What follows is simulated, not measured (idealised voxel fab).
Process module under the name voxel gate over fins
cross-section cut | 165 nm wide | cells 5 nm
When this document writes out a cross-section, it uses a grid of square cells and lists it as bands, beginning at the top and moving down, with a band standing for one or more rows of cells. Look at the band entry: it leads with the top's height and the bottom's height in nm. Then it lists the materials left to right, with a width in nm for each. The word "edge to edge" on a single material says that material fills the band edge to edge. The word "empty" is empty space. Heights from 0 (as-received wafer is one material below). Bottom band endless downward, as "from 0 down". The width entry "30 to 40" should be interpreted row by row: the top row of cells in the band takes the first number, the bottom row takes the second number, and the change between adjacent rows is uniform throughout. Take "all unchanged" at face value: in the step it is given for, the cross-section changed in none of its cells. "Sealed voids": sealed empty spaces, 8 cells or more, no open way to top, listed width x height at distance, with distance from the left edge and width, height and distance in nm. On each step's line, the part that comes after the settings is the simulator's own comment on the step. A step's line can hold "overlay nm"; with a mask on that step, the setting says how far right of the planned place the mask lay, while a negative setting says it lay to the left.

## This section lists the process steps that were planned
1) RECEIVE, material Si
2) CONFORMAL_DEP, material SiN, thk nm 5
3) MASKED_ETCH, tone cover, mask id FINS, width nm 15, pitch nm 55, etch materials SiN, depth nm 5, overlay nm 0
4) MASKED_ETCH, tone cover, mask id FINS, width nm 15, pitch nm 55, etch materials Si, depth nm 40, overlay nm 0
5) OXIDIZE, depth nm 5
6) FILL_DEP, material SiO2, thk nm 15
7) CMP, height nm 5
8) PATTERN, tone open, mask id RAIL, material resist, width nm 15, thk nm 15, overlay nm 0
9) DIRECTIONAL_ETCH, etch materials SiO2, depth nm 40
10) STRIP, etch materials resist
11) CONFORMAL_DEP, material TiN, thk nm 5
12) FILL_DEP, material W, thk nm 5
13) CMP, height nm 5
14) SELECTIVE_ETCH, etch materials W Ru TiN, depth nm 25
15) FILL_DEP, material SiO2, thk nm 5
16) CMP, height nm 5
17) SELECTIVE_ETCH, etch materials SiO2, depth nm 15
18) STRIP, etch materials SiN
19) CONFORMAL_DEP, material HfO2, thk nm 5
20) CONFORMAL_DEP, material TiN, thk nm 5
21) CONFORMAL_DEP, material TiAl, thk nm 5
22) CONFORMAL_DEP, material TiN, thk nm 5
23) FILL_DEP, material W, thk nm 15
24) CMP, height nm 30
25) CONFORMAL_DEP, material SiN, thk nm 5

## Concerning the first of two wafers, which was run in accordance with the plan

## As-received state of the wafer in cross-section, equivalent to post-step 1
    from 0 down  Si edge to edge
    Sealed voids: none

## Step 2 done - wafer cross-section
    from 5 to 0  SiN edge to edge
    Under the height 0 nothing was changed.

## Step 3 done - wafer cross-section
    from 5 to 0  empty 45 nm  SiN 15 nm  empty 40 nm  SiN 15 nm  empty 50 nm
    Under the height 0 nothing was changed.

## Step 4 done - wafer cross-section
    from 5 to 0  empty 45 nm  SiN 15 nm  empty 40 nm  SiN 15 nm  empty 50 nm
    from 0 to -40  empty 45 nm  Si 15 nm  empty 40 nm  Si 15 nm  empty 50 nm
    Under the height -40 nothing was changed.

## Step 5 done - wafer cross-section
    from 5 to 0  empty 45 nm  SiN 15 nm  empty 40 nm  SiN 15 nm  empty 50 nm
    from 0 to -40  empty 45 nm  SiO2 5 nm  Si 5 nm  SiO2 5 nm  empty 40 nm  SiO2 5 nm  Si 5 nm  SiO2 5 nm  empty 50 nm
    from -40 to -45  SiO2 50 nm  Si 5 nm  SiO2 50 nm  Si 5 nm  SiO2 55 nm
    Under the height -45 nothing was changed.

## Step 6 done - wafer cross-section
    from 20 to 5  SiO2 edge to edge
    from 5 to 0  SiO2 45 nm  SiN 15 nm  SiO2 40 nm  SiN 15 nm  SiO2 50 nm
    from 0 to -45  SiO2 50 nm  Si 5 nm  SiO2 50 nm  Si 5 nm  SiO2 55 nm
    Under the height -45 nothing was changed.

## Step 7 done - wafer cross-section
    from 5 to 0  SiO2 45 nm  SiN 15 nm  SiO2 40 nm  SiN 15 nm  SiO2 50 nm
    Under the height 0 nothing was changed.

## Step 8 done - wafer cross-section
    from 20 to 5  resist 70 nm  empty 15 nm  resist 80 nm
    Under the height 5 nothing was changed.

## Step 9 done - wafer cross-section
    from 20 to 5  resist 70 nm  empty 15 nm  resist 80 nm
    from 5 to 0  SiO2 45 nm  SiN 15 nm  SiO2 10 nm  empty 15 nm  SiO2 15 nm  SiN 15 nm  SiO2 50 nm
    from 0 to -35  SiO2 50 nm  Si 5 nm  SiO2 15 nm  empty 15 nm  SiO2 20 nm  Si 5 nm  SiO2 55 nm
    Under the height -35 nothing was changed.

## Step 10 done - wafer cross-section
    from 5 to 0  SiO2 45 nm  SiN 15 nm  SiO2 10 nm  empty 15 nm  SiO2 15 nm  SiN 15 nm  SiO2 50 nm
    Under the height 0 nothing was changed.

## Step 11 done - wafer cross-section
    from 10 to 5  TiN 75 nm  empty 5 nm  TiN 85 nm
    from 5 to 0  SiO2 45 nm  SiN 15 nm  SiO2 10 nm  TiN 5 nm  empty 5 nm  TiN 5 nm  SiO2 15 nm  SiN 15 nm  SiO2 50 nm
    from 0 to -30  SiO2 50 nm  Si 5 nm  SiO2 15 nm  TiN 5 nm  empty 5 nm  TiN 5 nm  SiO2 20 nm  Si 5 nm  SiO2 55 nm
    from -30 to -35  SiO2 50 nm  Si 5 nm  SiO2 15 nm  TiN 15 nm  SiO2 20 nm  Si 5 nm  SiO2 55 nm
    Under the height -35 nothing was changed.

## Step 12 done - wafer cross-section
    from 15 to 10  W edge to edge
    from 10 to 5  TiN 75 nm  W 5 nm  TiN 85 nm
    from 5 to 0  SiO2 45 nm  SiN 15 nm  SiO2 10 nm  TiN 5 nm  W 5 nm  TiN 5 nm  SiO2 15 nm  SiN 15 nm  SiO2 50 nm
    from 0 to -30  SiO2 50 nm  Si 5 nm  SiO2 15 nm  TiN 5 nm  W 5 nm  TiN 5 nm  SiO2 20 nm  Si 5 nm  SiO2 55 nm
    Under the height -30 nothing was changed.

## Step 13 done - wafer cross-section
    from 5 to 0  SiO2 45 nm  SiN 15 nm  SiO2 10 nm  TiN 5 nm  W 5 nm  TiN 5 nm  SiO2 15 nm  SiN 15 nm  SiO2 50 nm
    Under the height 0 nothing was changed.

## Step 14 done - wafer cross-section
    from 5 to 0  SiO2 45 nm  SiN 15 nm  SiO2 10 nm  empty 15 nm  SiO2 15 nm  SiN 15 nm  SiO2 50 nm
    from 0 to -20  SiO2 50 nm  Si 5 nm  SiO2 15 nm  empty 15 nm  SiO2 20 nm  Si 5 nm  SiO2 55 nm
    Under the height -20 nothing was changed.

## Step 15 done - wafer cross-section
    from 10 to 5  SiO2 edge to edge
    from 5 to 0  SiO2 45 nm  SiN 15 nm  SiO2 40 nm  SiN 15 nm  SiO2 50 nm
    from 0 to -20  SiO2 50 nm  Si 5 nm  SiO2 50 nm  Si 5 nm  SiO2 55 nm
    Under the height -20 nothing was changed.

## Step 16 done - wafer cross-section
    from 5 to 0  SiO2 45 nm  SiN 15 nm  SiO2 40 nm  SiN 15 nm  SiO2 50 nm
    Under the height 0 nothing was changed.

## Step 17 done - wafer cross-section
    from 5 to 0  empty 45 nm  SiN 15 nm  empty 40 nm  SiN 15 nm  empty 50 nm
    from 0 to -10  empty 50 nm  Si 5 nm  empty 50 nm  Si 5 nm  empty 55 nm
    Under the height -10 nothing was changed.

## Step 18 done - wafer cross-section
    from 0 to -10  empty 50 nm  Si 5 nm  empty 50 nm  Si 5 nm  empty 55 nm
    Under the height -10 nothing was changed.

## Step 19 done - wafer cross-section
    from 5 to 0  empty 45 nm  HfO2 15 nm  empty 40 nm  HfO2 15 nm  empty 50 nm
    from 0 to -5  empty 45 nm  HfO2 5 nm  Si 5 nm  HfO2 5 nm  empty 40 nm  HfO2 5 nm  Si 5 nm  HfO2 5 nm  empty 50 nm
    from -5 to -10  HfO2 50 nm  Si 5 nm  HfO2 50 nm  Si 5 nm  HfO2 55 nm
    Under the height -10 nothing was changed.

## Step 20 done - wafer cross-section
    from 10 to 5  empty 40 nm  TiN 25 nm  empty 30 nm  TiN 25 nm  empty 45 nm
    from 5 to 0  empty 40 nm  TiN 5 nm  HfO2 15 nm  TiN 5 nm  empty 30 nm  TiN 5 nm  HfO2 15 nm  TiN 5 nm  empty 45 nm
    from 0 to -5  TiN 45 nm  HfO2 5 nm  Si 5 nm  HfO2 5 nm  TiN 40 nm  HfO2 5 nm  Si 5 nm  HfO2 5 nm  TiN 50 nm
    Under the height -5 nothing was changed.

## Step 21 done - wafer cross-section
    from 15 to 10  empty 35 nm  TiAl 35 nm  empty 20 nm  TiAl 35 nm  empty 40 nm
    from 10 to 5  empty 35 nm  TiAl 5 nm  TiN 25 nm  TiAl 5 nm  empty 20 nm  TiAl 5 nm  TiN 25 nm  TiAl 5 nm  empty 40 nm
    from 5 to 0  TiAl 40 nm  TiN 5 nm  HfO2 15 nm  TiN 5 nm  TiAl 30 nm  TiN 5 nm  HfO2 15 nm  TiN 5 nm  TiAl 45 nm
    Under the height 0 nothing was changed.

## Step 22 done - wafer cross-section
    from 20 to 15  empty 30 nm  TiN 45 nm  empty 10 nm  TiN 45 nm  empty 35 nm
    from 15 to 10  empty 30 nm  TiN 5 nm  TiAl 35 nm  TiN 5 nm  empty 10 nm  TiN 5 nm  TiAl 35 nm  TiN 5 nm  empty 35 nm
    from 10 to 5  TiN 35 nm  TiAl 5 nm  TiN 25 nm  TiAl 5 nm  TiN 20 nm  TiAl 5 nm  TiN 25 nm  TiAl 5 nm  TiN 40 nm
    Under the height 5 nothing was changed.

## Step 23 done - wafer cross-section
    from 35 to 20  W edge to edge
    from 20 to 15  W 30 nm  TiN 45 nm  W 10 nm  TiN 45 nm  W 35 nm
    from 15 to 10  W 30 nm  TiN 5 nm  TiAl 35 nm  TiN 5 nm  W 10 nm  TiN 5 nm  TiAl 35 nm  TiN 5 nm  W 35 nm
    Under the height 10 nothing was changed.

## Step 24 done - wafer cross-section
    from 30 to 20  W edge to edge
    Under the height 20 nothing was changed.

## Step 25 done - wafer cross-section
    from 35 to 30  SiN edge to edge
    Under the height 30 nothing was changed.

## Second wafer - shared start and plan with the first - one error in running - same as the first up to step 7 inclusive

## What the second wafer looks like in cross-section when step 8 should have wrapped up
    from 20 to 5  empty 70 nm  resist 15 nm  empty 80 nm
    Under the height 5 nothing was changed.

## What the second wafer looks like in cross-section when step 9 should have wrapped up
    from 20 to 5  empty 70 nm  resist 15 nm  empty 80 nm
    from 5 to 0  empty 45 nm  SiN 15 nm  empty 10 nm  SiO2 15 nm  empty 15 nm  SiN 15 nm  empty 50 nm
    from 0 to -35  empty 45 nm  SiO2 5 nm  Si 5 nm  SiO2 5 nm  empty 10 nm  SiO2 15 nm  empty 15 nm  SiO2 5 nm  Si 5 nm  SiO2 5 nm  empty 50 nm
    Under the height -35 nothing was changed.

## What the second wafer looks like in cross-section when step 10 should have wrapped up
    from 5 to 0  empty 45 nm  SiN 15 nm  empty 10 nm  SiO2 15 nm  empty 15 nm  SiN 15 nm  empty 50 nm
    Under the height 0 nothing was changed.

## What the second wafer looks like in cross-section when step 11 should have wrapped up
    from 10 to 5  empty 40 nm  TiN 50 nm  empty 5 nm  TiN 25 nm  empty 45 nm
    from 5 to 0  empty 40 nm  TiN 5 nm  SiN 15 nm  TiN 10 nm  SiO2 15 nm  TiN 5 nm  empty 5 nm  TiN 5 nm  SiN 15 nm  TiN 5 nm  empty 45 nm
    from 0 to -30  empty 40 nm  TiN 5 nm  SiO2 5 nm  Si 5 nm  SiO2 5 nm  TiN 10 nm  SiO2 15 nm  TiN 5 nm  empty 5 nm  TiN 5 nm  SiO2 5 nm  Si 5 nm  SiO2 5 nm  TiN 5 nm  empty 45 nm
    from -30 to -35  TiN 45 nm  SiO2 5 nm  Si 5 nm  SiO2 5 nm  TiN 10 nm  SiO2 15 nm  TiN 15 nm  SiO2 5 nm  Si 5 nm  SiO2 5 nm  TiN 50 nm
    Under the height -35 nothing was changed.

## What the second wafer looks like in cross-section when step 12 should have wrapped up
    from 15 to 10  W edge to edge
    from 10 to 5  W 40 nm  TiN 50 nm  W 5 nm  TiN 25 nm  W 45 nm
    from 5 to 0  W 40 nm  TiN 5 nm  SiN 15 nm  TiN 10 nm  SiO2 15 nm  TiN 5 nm  W 5 nm  TiN 5 nm  SiN 15 nm  TiN 5 nm  W 45 nm
    from 0 to -30  W 40 nm  TiN 5 nm  SiO2 5 nm  Si 5 nm  SiO2 5 nm  TiN 10 nm  SiO2 15 nm  TiN 5 nm  W 5 nm  TiN 5 nm  SiO2 5 nm  Si 5 nm  SiO2 5 nm  TiN 5 nm  W 45 nm
    Under the height -30 nothing was changed.

## What the second wafer looks like in cross-section when step 13 should have wrapped up
    from 5 to 0  W 40 nm  TiN 5 nm  SiN 15 nm  TiN 10 nm  SiO2 15 nm  TiN 5 nm  W 5 nm  TiN 5 nm  SiN 15 nm  TiN 5 nm  W 45 nm
    Under the height 0 nothing was changed.

## What the second wafer looks like in cross-section when step 14 should have wrapped up
    from 5 to 0  empty 45 nm  SiN 15 nm  empty 10 nm  SiO2 15 nm  empty 15 nm  SiN 15 nm  empty 50 nm
    from 0 to -20  empty 45 nm  SiO2 5 nm  Si 5 nm  SiO2 5 nm  empty 10 nm  SiO2 15 nm  empty 15 nm  SiO2 5 nm  Si 5 nm  SiO2 5 nm  empty 50 nm
    Under the height -20 nothing was changed.

## What the second wafer looks like in cross-section when step 15 should have wrapped up
    from 10 to 5  SiO2 edge to edge
    from 5 to 0  SiO2 45 nm  SiN 15 nm  SiO2 40 nm  SiN 15 nm  SiO2 50 nm
    from 0 to -20  SiO2 50 nm  Si 5 nm  SiO2 50 nm  Si 5 nm  SiO2 55 nm
    Under the height -20 nothing was changed.

## What the second wafer looks like in cross-section when step 16 should have wrapped up
    from 5 to 0  SiO2 45 nm  SiN 15 nm  SiO2 40 nm  SiN 15 nm  SiO2 50 nm
    Under the height 0 nothing was changed.

## What the second wafer looks like in cross-section when step 17 should have wrapped up
    from 5 to 0  empty 45 nm  SiN 15 nm  empty 40 nm  SiN 15 nm  empty 50 nm
    from 0 to -10  empty 50 nm  Si 5 nm  empty 50 nm  Si 5 nm  empty 55 nm
    Under the height -10 nothing was changed.

## What the second wafer looks like in cross-section when step 18 should have wrapped up
    from 0 to -10  empty 50 nm  Si 5 nm  empty 50 nm  Si 5 nm  empty 55 nm
    Under the height -10 nothing was changed.

## What the second wafer looks like in cross-section when step 19 should have wrapped up
    from 5 to 0  empty 45 nm  HfO2 15 nm  empty 40 nm  HfO2 15 nm  empty 50 nm
    from 0 to -5  empty 45 nm  HfO2 5 nm  Si 5 nm  HfO2 5 nm  empty 40 nm  HfO2 5 nm  Si 5 nm  HfO2 5 nm  empty 50 nm
    from -5 to -10  HfO2 50 nm  Si 5 nm  HfO2 50 nm  Si 5 nm  HfO2 55 nm
    Under the height -10 nothing was changed.

## What the second wafer looks like in cross-section when step 20 should have wrapped up
    from 10 to 5  empty 40 nm  TiN 25 nm  empty 30 nm  TiN 25 nm  empty 45 nm
    from 5 to 0  empty 40 nm  TiN 5 nm  HfO2 15 nm  TiN 5 nm  empty 30 nm  TiN 5 nm  HfO2 15 nm  TiN 5 nm  empty 45 nm
    from 0 to -5  TiN 45 nm  HfO2 5 nm  Si 5 nm  HfO2 5 nm  TiN 40 nm  HfO2 5 nm  Si 5 nm  HfO2 5 nm  TiN 50 nm
    Under the height -5 nothing was changed.

## What the second wafer looks like in cross-section when step 21 should have wrapped up
    from 15 to 10  empty 35 nm  TiAl 35 nm  empty 20 nm  TiAl 35 nm  empty 40 nm
    from 10 to 5  empty 35 nm  TiAl 5 nm  TiN 25 nm  TiAl 5 nm  empty 20 nm  TiAl 5 nm  TiN 25 nm  TiAl 5 nm  empty 40 nm
    from 5 to 0  TiAl 40 nm  TiN 5 nm  HfO2 15 nm  TiN 5 nm  TiAl 30 nm  TiN 5 nm  HfO2 15 nm  TiN 5 nm  TiAl 45 nm
    Under the height 0 nothing was changed.

## What the second wafer looks like in cross-section when step 22 should have wrapped up
    from 20 to 15  empty 30 nm  TiN 45 nm  empty 10 nm  TiN 45 nm  empty 35 nm
    from 15 to 10  empty 30 nm  TiN 5 nm  TiAl 35 nm  TiN 5 nm  empty 10 nm  TiN 5 nm  TiAl 35 nm  TiN 5 nm  empty 35 nm
    from 10 to 5  TiN 35 nm  TiAl 5 nm  TiN 25 nm  TiAl 5 nm  TiN 20 nm  TiAl 5 nm  TiN 25 nm  TiAl 5 nm  TiN 40 nm
    Under the height 5 nothing was changed.

## What the second wafer looks like in cross-section when step 23 should have wrapped up
    from 35 to 20  W edge to edge
    from 20 to 15  W 30 nm  TiN 45 nm  W 10 nm  TiN 45 nm  W 35 nm
    from 15 to 10  W 30 nm  TiN 5 nm  TiAl 35 nm  TiN 5 nm  W 10 nm  TiN 5 nm  TiAl 35 nm  TiN 5 nm  W 35 nm
    Under the height 10 nothing was changed.

## What the second wafer looks like in cross-section when step 24 should have wrapped up
    from 30 to 20  W edge to edge
    Under the height 20 nothing was changed.

## What the second wafer looks like in cross-section when step 25 should have wrapped up
    from 35 to 30  SiN edge to edge
    Under the height 30 nothing was changed.
Finding, execution versus plan: note that step 8 departed from the planned setting and was carried out as PATTERN, tone cover, mask id RAIL, material resist, width nm 15, thk nm 15, overlay nm 0
The final cell counts differ between the wafers, with the second having more or fewer of some materials than the first: SiO2 -63 | TiN +29 | W +34
